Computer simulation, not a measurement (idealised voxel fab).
process module | voxel fin reveal
cross-section cut | 235 nm wide | cells 5 nm
A cross-section is a grid of square cells, given in bands from the top down. A band is one or more rows of cells.
Each band's line starts with the height of the band's top and of its bottom, in nm. Then come its materials from left to right, each with its width in nm. One material with "throughout" fills the band from edge to edge. "air" is empty space.
Height 0 is the level under which the wafer as received is all one material. The lowest band goes on downwards, as in "0 down".
A width such as "30 to 40" changes by the same amount from each row of cells to the next, from the band's top row to its bottom row.
"no change" after a step means that no cell of the cross-section changed.
closed voids: empty space of 8 cells or more with no open way to the top, each as width x height at its distance from the left edge, in nm
after a step's settings: what the simulator itself notes on the step
overlay nm, on a step with a mask: how far to the right of its planned place the mask lay; to the left if negative
plan
1 op RECEIVE | material Si
2 op CONFORMAL_DEP | material SiN | thk nm 5
3 op PATTERN | tone cover | mask id FINS | material resist | width nm 15 | pitch nm 40 | thk nm 20 | overlay nm 0
4 op DIRECTIONAL_ETCH | etch materials SiN | depth nm 5
5 op DIRECTIONAL_ETCH | etch materials Si | depth nm 40
6 op STRIP | etch materials resist
7 op FILL_DEP | material SiO2 | thk nm 10
8 op CMP | height nm 5
9 op SELECTIVE_ETCH | etch materials SiO2 | depth nm 30
10 op STRIP | etch materials SiN
11 op CONFORMAL_DEP | material SiO2 | thk nm 5
first wafer, as planned
as received, after step 1
  0 down: Si throughout
  closed voids: none
after step 2
  5 to 0: SiN throughout
  below 0: unchanged
after step 3
  25 to 5: air 50 | resist 15 | air 25 | resist 15 | air 25 | resist 15 | air 25 | resist 15 | air 50
  below 5: unchanged
after step 4
  25 to 5: air 50 | resist 15 | air 25 | resist 15 | air 25 | resist 15 | air 25 | resist 15 | air 50
  5 to 0: air 50 | SiN 15 | air 25 | SiN 15 | air 25 | SiN 15 | air 25 | SiN 15 | air 50
  below 0: unchanged
after step 5
  25 to 5: air 50 | resist 15 | air 25 | resist 15 | air 25 | resist 15 | air 25 | resist 15 | air 50
  5 to 0: air 50 | SiN 15 | air 25 | SiN 15 | air 25 | SiN 15 | air 25 | SiN 15 | air 50
  0 to -40: air 50 | Si 15 | air 25 | Si 15 | air 25 | Si 15 | air 25 | Si 15 | air 50
  below -40: unchanged
after step 6
  5 to 0: air 50 | SiN 15 | air 25 | SiN 15 | air 25 | SiN 15 | air 25 | SiN 15 | air 50
  below 0: unchanged
after step 7
  15 to 5: SiO2 throughout
  5 to 0: SiO2 50 | SiN 15 | SiO2 25 | SiN 15 | SiO2 25 | SiN 15 | SiO2 25 | SiN 15 | SiO2 50
  0 to -40: SiO2 50 | Si 15 | SiO2 25 | Si 15 | SiO2 25 | Si 15 | SiO2 25 | Si 15 | SiO2 50
  below -40: unchanged
after step 8
  5 to 0: SiO2 50 | SiN 15 | SiO2 25 | SiN 15 | SiO2 25 | SiN 15 | SiO2 25 | SiN 15 | SiO2 50
  below 0: unchanged
after step 9
  5 to 0: air 50 | SiN 15 | air 25 | SiN 15 | air 25 | SiN 15 | air 25 | SiN 15 | air 50
  0 to -25: air 50 | Si 15 | air 25 | Si 15 | air 25 | Si 15 | air 25 | Si 15 | air 50
  below -25: unchanged
after step 10
  0 to -25: air 50 | Si 15 | air 25 | Si 15 | air 25 | Si 15 | air 25 | Si 15 | air 50
  below -25: unchanged
after step 11
  5 to 0: air 45 | SiO2 25 | air 15 | SiO2 25 | air 15 | SiO2 25 | air 15 | SiO2 25 | air 45
  0 to -20: air 45 | SiO2 5 | Si 15 | SiO2 5 | air 15 | SiO2 5 | Si 15 | SiO2 5 | air 15 | SiO2 5 | Si 15 | SiO2 5 | air 15 | SiO2 5 | Si 15 | SiO2 5 | air 45
  -20 to -40: SiO2 50 | Si 15 | SiO2 25 | Si 15 | SiO2 25 | Si 15 | SiO2 25 | Si 15 | SiO2 50
  below -40: unchanged
second wafer: like start, like plan, one mistake. Through step 4 it matches the first wafer
when step 5 should have ended
  25 to 5: air 50 | resist 15 | air 25 | resist 15 | air 25 | resist 15 | air 25 | resist 15 | air 50
  5 to 0: air 50 | SiN 15 | air 25 | SiN 15 | air 25 | SiN 15 | air 25 | SiN 15 | air 50
  0 to -80: air 50 | Si 15 | air 25 | Si 15 | air 25 | Si 15 | air 25 | Si 15 | air 50
  below -80: unchanged
when step 6 should have ended
  5 to 0: air 50 | SiN 15 | air 25 | SiN 15 | air 25 | SiN 15 | air 25 | SiN 15 | air 50
  below 0: unchanged
when step 7 should have ended
  15 to 5: SiO2 throughout
  5 to 0: SiO2 50 | SiN 15 | SiO2 25 | SiN 15 | SiO2 25 | SiN 15 | SiO2 25 | SiN 15 | SiO2 50
  0 to -80: SiO2 50 | Si 15 | SiO2 25 | Si 15 | SiO2 25 | Si 15 | SiO2 25 | Si 15 | SiO2 50
  below -80: unchanged
when step 8 should have ended
  5 to 0: SiO2 50 | SiN 15 | SiO2 25 | SiN 15 | SiO2 25 | SiN 15 | SiO2 25 | SiN 15 | SiO2 50
  below 0: unchanged
when step 9 should have ended
  5 to 0: air 50 | SiN 15 | air 25 | SiN 15 | air 25 | SiN 15 | air 25 | SiN 15 | air 50
  0 to -25: air 50 | Si 15 | air 25 | Si 15 | air 25 | Si 15 | air 25 | Si 15 | air 50
  below -25: unchanged
when step 10 should have ended
  0 to -25: air 50 | Si 15 | air 25 | Si 15 | air 25 | Si 15 | air 25 | Si 15 | air 50
  below -25: unchanged
when step 11 should have ended
  5 to 0: air 45 | SiO2 25 | air 15 | SiO2 25 | air 15 | SiO2 25 | air 15 | SiO2 25 | air 45
  0 to -20: air 45 | SiO2 5 | Si 15 | SiO2 5 | air 15 | SiO2 5 | Si 15 | SiO2 5 | air 15 | SiO2 5 | Si 15 | SiO2 5 | air 15 | SiO2 5 | Si 15 | SiO2 5 | air 45
  -20 to -80: SiO2 50 | Si 15 | SiO2 25 | Si 15 | SiO2 25 | Si 15 | SiO2 25 | Si 15 | SiO2 50
  below -80: unchanged
what went wrong: step 5 was run twice
at the end the second wafer has, in cells: 280 fewer of Si | 280 more of SiO2
